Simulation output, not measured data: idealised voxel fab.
Process module under the name voxel gate over fins
We display cut, a cross-section 225 nm in width whose square cells are each 5 nm.
Cross-section layout: square cells on a grid; listed as bands, top to bottom; a band spans one or more cell rows.
Quick guide to a band line: top height, bottom height (nm) up front; then every material left to right with its width in nm. Only one material and it's marked "throughout"? Then it fills the band edge to edge. And "blank" just means empty space.
Heights from 0 (as-received wafer is one material below). Bottom band endless downward, as "0 -> down".
A two-number width, for instance "30 to 40", indicates that the width is equal to the first number in the top row of the band and to the second number in the bottom row, and that it changes by a constant amount per row of cells.
"stayed the same" for a step: no cell of the cross-section changed in that step.
Each empty space that has no open way to the top and spans at least 8 cells appears under "Closed void roster" as width x height at distance, the distance counted from the left edge, all in nm.
If you see something after the settings on a step's line, that's the simulator's own remark about that step.
overlay nm: right-of-plan distance of the mask on a masked step; negative values mean left-of-plan.

### List of planned process steps
| 1 | RECEIVE with material Si |
| 2 | CONFORMAL_DEP with material SiN, thk nm 5 |
| 3 | PATTERN with tone cover, mask id FINS, material resist, width nm 15, pitch nm 45, thk nm 20, overlay nm 0 |
| 4 | DIRECTIONAL_ETCH with etch materials SiN, depth nm 5 |
| 5 | DIRECTIONAL_ETCH with etch materials Si, depth nm 35 |
| 6 | STRIP with etch materials resist |
| 7 | OXIDIZE with depth nm 5 |
| 8 | FILL_DEP with material SiO2, thk nm 5 |
| 9 | CMP with height nm 5 |
| 10 | SELECTIVE_ETCH with etch materials SiO2, depth nm 15 |
| 11 | STRIP with etch materials SiN |
| 12 | CONFORMAL_DEP with material HfO2, thk nm 5 |
| 13 | CONFORMAL_DEP with material TiN, thk nm 5 |
| 14 | FILL_DEP with material W, thk nm 15 |
| 15 | CMP with height nm 20 |
| 16 | CONFORMAL_DEP with material SiN, thk nm 10 |

### The following pertains to the first of two wafers, which was processed as planned

### Cross-section: wafer on arrival = after step 1
- 0 -> down | Si throughout
- Closed void roster: none

### Wafer xsec, post step 2
- 5 -> 0 | SiN throughout
- Anything lower than 0 is untouched.

### Wafer xsec, post step 3
- 25 -> 5 | 60 blank | 15 resist | 30 blank | 15 resist | 30 blank | 15 resist | 60 blank
- Anything lower than 5 is untouched.

### Wafer xsec, post step 4
- 25 -> 5 | 60 blank | 15 resist | 30 blank | 15 resist | 30 blank | 15 resist | 60 blank
- 5 -> 0 | 60 blank | 15 SiN | 30 blank | 15 SiN | 30 blank | 15 SiN | 60 blank
- Anything lower than 0 is untouched.

### Wafer xsec, post step 5
- 25 -> 5 | 60 blank | 15 resist | 30 blank | 15 resist | 30 blank | 15 resist | 60 blank
- 5 -> 0 | 60 blank | 15 SiN | 30 blank | 15 SiN | 30 blank | 15 SiN | 60 blank
- 0 -> -35 | 60 blank | 15 Si | 30 blank | 15 Si | 30 blank | 15 Si | 60 blank
- Anything lower than -35 is untouched.

### Wafer xsec, post step 6
- 5 -> 0 | 60 blank | 15 SiN | 30 blank | 15 SiN | 30 blank | 15 SiN | 60 blank
- Anything lower than 0 is untouched.

### Wafer xsec, post step 7
- 5 -> 0 | 60 blank | 15 SiN | 30 blank | 15 SiN | 30 blank | 15 SiN | 60 blank
- 0 -> -35 | 60 blank | 5 SiO2 | 5 Si | 5 SiO2 | 30 blank | 5 SiO2 | 5 Si | 5 SiO2 | 30 blank | 5 SiO2 | 5 Si | 5 SiO2 | 60 blank
- -35 -> -40 | 65 SiO2 | 5 Si | 40 SiO2 | 5 Si | 40 SiO2 | 5 Si | 65 SiO2
- Anything lower than -40 is untouched.

### Wafer xsec, post step 8
- 10 -> 5 | SiO2 throughout
- 5 -> 0 | 60 SiO2 | 15 SiN | 30 SiO2 | 15 SiN | 30 SiO2 | 15 SiN | 60 SiO2
- 0 -> -40 | 65 SiO2 | 5 Si | 40 SiO2 | 5 Si | 40 SiO2 | 5 Si | 65 SiO2
- Anything lower than -40 is untouched.

### Wafer xsec, post step 9
- 5 -> 0 | 60 SiO2 | 15 SiN | 30 SiO2 | 15 SiN | 30 SiO2 | 15 SiN | 60 SiO2
- Anything lower than 0 is untouched.

### Wafer xsec, post step 10
- 5 -> 0 | 60 blank | 15 SiN | 30 blank | 15 SiN | 30 blank | 15 SiN | 60 blank
- 0 -> -10 | 65 blank | 5 Si | 40 blank | 5 Si | 40 blank | 5 Si | 65 blank
- Anything lower than -10 is untouched.

### Wafer xsec, post step 11
- 0 -> -10 | 65 blank | 5 Si | 40 blank | 5 Si | 40 blank | 5 Si | 65 blank
- Anything lower than -10 is untouched.

### Wafer xsec, post step 12
- 5 -> 0 | 60 blank | 15 HfO2 | 30 blank | 15 HfO2 | 30 blank | 15 HfO2 | 60 blank
- 0 -> -5 | 60 blank | 5 HfO2 | 5 Si | 5 HfO2 | 30 blank | 5 HfO2 | 5 Si | 5 HfO2 | 30 blank | 5 HfO2 | 5 Si | 5 HfO2 | 60 blank
- -5 -> -10 | 65 HfO2 | 5 Si | 40 HfO2 | 5 Si | 40 HfO2 | 5 Si | 65 HfO2
- Anything lower than -10 is untouched.

### Wafer xsec, post step 13
- 10 -> 5 | 55 blank | 25 TiN | 20 blank | 25 TiN | 20 blank | 25 TiN | 55 blank
- 5 -> 0 | 55 blank | 5 TiN | 15 HfO2 | 5 TiN | 20 blank | 5 TiN | 15 HfO2 | 5 TiN | 20 blank | 5 TiN | 15 HfO2 | 5 TiN | 55 blank
- 0 -> -5 | 60 TiN | 5 HfO2 | 5 Si | 5 HfO2 | 30 TiN | 5 HfO2 | 5 Si | 5 HfO2 | 30 TiN | 5 HfO2 | 5 Si | 5 HfO2 | 60 TiN
- Anything lower than -5 is untouched.

### Wafer xsec, post step 14
- 25 -> 10 | W throughout
- 10 -> 5 | 55 W | 25 TiN | 20 W | 25 TiN | 20 W | 25 TiN | 55 W
- 5 -> 0 | 55 W | 5 TiN | 15 HfO2 | 5 TiN | 20 W | 5 TiN | 15 HfO2 | 5 TiN | 20 W | 5 TiN | 15 HfO2 | 5 TiN | 55 W
- Anything lower than 0 is untouched.

### Wafer xsec, post step 15
- 20 -> 10 | W throughout
- Anything lower than 10 is untouched.

### Wafer xsec, post step 16
- 30 -> 20 | SiN throughout
- Anything lower than 20 is untouched.

### The second wafer began exactly as the first did and followed the same plan, but one mistake was made while running it; through step 2 inclusive, the two wafers are identical

### Cross-sectional view of the second wafer at the intended end time of process step 3
- 25 -> 5 | 55 blank | 25 resist | 20 blank | 25 resist | 20 blank | 25 resist | 55 blank
- Anything lower than 5 is untouched.

### Cross-sectional view of the second wafer at the intended end time of process step 4
- 25 -> 5 | 55 blank | 25 resist | 20 blank | 25 resist | 20 blank | 25 resist | 55 blank
- 5 -> 0 | 55 blank | 25 SiN | 20 blank | 25 SiN | 20 blank | 25 SiN | 55 blank
- Anything lower than 0 is untouched.

### Cross-sectional view of the second wafer at the intended end time of process step 5
- 25 -> 5 | 55 blank | 25 resist | 20 blank | 25 resist | 20 blank | 25 resist | 55 blank
- 5 -> 0 | 55 blank | 25 SiN | 20 blank | 25 SiN | 20 blank | 25 SiN | 55 blank
- 0 -> -35 | 55 blank | 25 Si | 20 blank | 25 Si | 20 blank | 25 Si | 55 blank
- Anything lower than -35 is untouched.

### Cross-sectional view of the second wafer at the intended end time of process step 6
- 5 -> 0 | 55 blank | 25 SiN | 20 blank | 25 SiN | 20 blank | 25 SiN | 55 blank
- Anything lower than 0 is untouched.

### Cross-sectional view of the second wafer at the intended end time of process step 7
- 5 -> 0 | 55 blank | 25 SiN | 20 blank | 25 SiN | 20 blank | 25 SiN | 55 blank
- 0 -> -35 | 55 blank | 5 SiO2 | 15 Si | 5 SiO2 | 20 blank | 5 SiO2 | 15 Si | 5 SiO2 | 20 blank | 5 SiO2 | 15 Si | 5 SiO2 | 55 blank
- -35 -> -40 | 60 SiO2 | 15 Si | 30 SiO2 | 15 Si | 30 SiO2 | 15 Si | 60 SiO2
- Anything lower than -40 is untouched.

### Cross-sectional view of the second wafer at the intended end time of process step 8
- 10 -> 5 | SiO2 throughout
- 5 -> 0 | 55 SiO2 | 25 SiN | 20 SiO2 | 25 SiN | 20 SiO2 | 25 SiN | 55 SiO2
- 0 -> -40 | 60 SiO2 | 15 Si | 30 SiO2 | 15 Si | 30 SiO2 | 15 Si | 60 SiO2
- Anything lower than -40 is untouched.

### Cross-sectional view of the second wafer at the intended end time of process step 9
- 5 -> 0 | 55 SiO2 | 25 SiN | 20 SiO2 | 25 SiN | 20 SiO2 | 25 SiN | 55 SiO2
- Anything lower than 0 is untouched.

### Cross-sectional view of the second wafer at the intended end time of process step 10
- 5 -> 0 | 55 blank | 25 SiN | 20 blank | 25 SiN | 20 blank | 25 SiN | 55 blank
- 0 -> -10 | 60 blank | 15 Si | 30 blank | 15 Si | 30 blank | 15 Si | 60 blank
- Anything lower than -10 is untouched.

### Cross-sectional view of the second wafer at the intended end time of process step 11
- 0 -> -10 | 60 blank | 15 Si | 30 blank | 15 Si | 30 blank | 15 Si | 60 blank
- Anything lower than -10 is untouched.

### Cross-sectional view of the second wafer at the intended end time of process step 12
- 5 -> 0 | 55 blank | 25 HfO2 | 20 blank | 25 HfO2 | 20 blank | 25 HfO2 | 55 blank
- 0 -> -5 | 55 blank | 5 HfO2 | 15 Si | 5 HfO2 | 20 blank | 5 HfO2 | 15 Si | 5 HfO2 | 20 blank | 5 HfO2 | 15 Si | 5 HfO2 | 55 blank
- -5 -> -10 | 60 HfO2 | 15 Si | 30 HfO2 | 15 Si | 30 HfO2 | 15 Si | 60 HfO2
- Anything lower than -10 is untouched.

### Cross-sectional view of the second wafer at the intended end time of process step 13
- 10 -> 5 | 50 blank | 35 TiN | 10 blank | 35 TiN | 10 blank | 35 TiN | 50 blank
- 5 -> 0 | 50 blank | 5 TiN | 25 HfO2 | 5 TiN | 10 blank | 5 TiN | 25 HfO2 | 5 TiN | 10 blank | 5 TiN | 25 HfO2 | 5 TiN | 50 blank
- 0 -> -5 | 55 TiN | 5 HfO2 | 15 Si | 5 HfO2 | 20 TiN | 5 HfO2 | 15 Si | 5 HfO2 | 20 TiN | 5 HfO2 | 15 Si | 5 HfO2 | 55 TiN
- Anything lower than -5 is untouched.

### Cross-sectional view of the second wafer at the intended end time of process step 14
- 25 -> 10 | W throughout
- 10 -> 5 | 50 W | 35 TiN | 10 W | 35 TiN | 10 W | 35 TiN | 50 W
- 5 -> 0 | 50 W | 5 TiN | 25 HfO2 | 5 TiN | 10 W | 5 TiN | 25 HfO2 | 5 TiN | 10 W | 5 TiN | 25 HfO2 | 5 TiN | 50 W
- Anything lower than 0 is untouched.

### Cross-sectional view of the second wafer at the intended end time of process step 15
- 20 -> 10 | W throughout
- Anything lower than 10 is untouched.

### Cross-sectional view of the second wafer at the intended end time of process step 16
- 30 -> 20 | SiN throughout
- Anything lower than 20 is untouched.
Plan not followed: step 3 was run on a setting that differed from the plan, and what really ran there is PATTERN with tone cover, mask id FINS, material resist, width nm 25, pitch nm 45, thk nm 20, overlay nm 0
at the end the second wafer has, in cells: 48 more of Si; 36 fewer of SiO2; 12 fewer of W
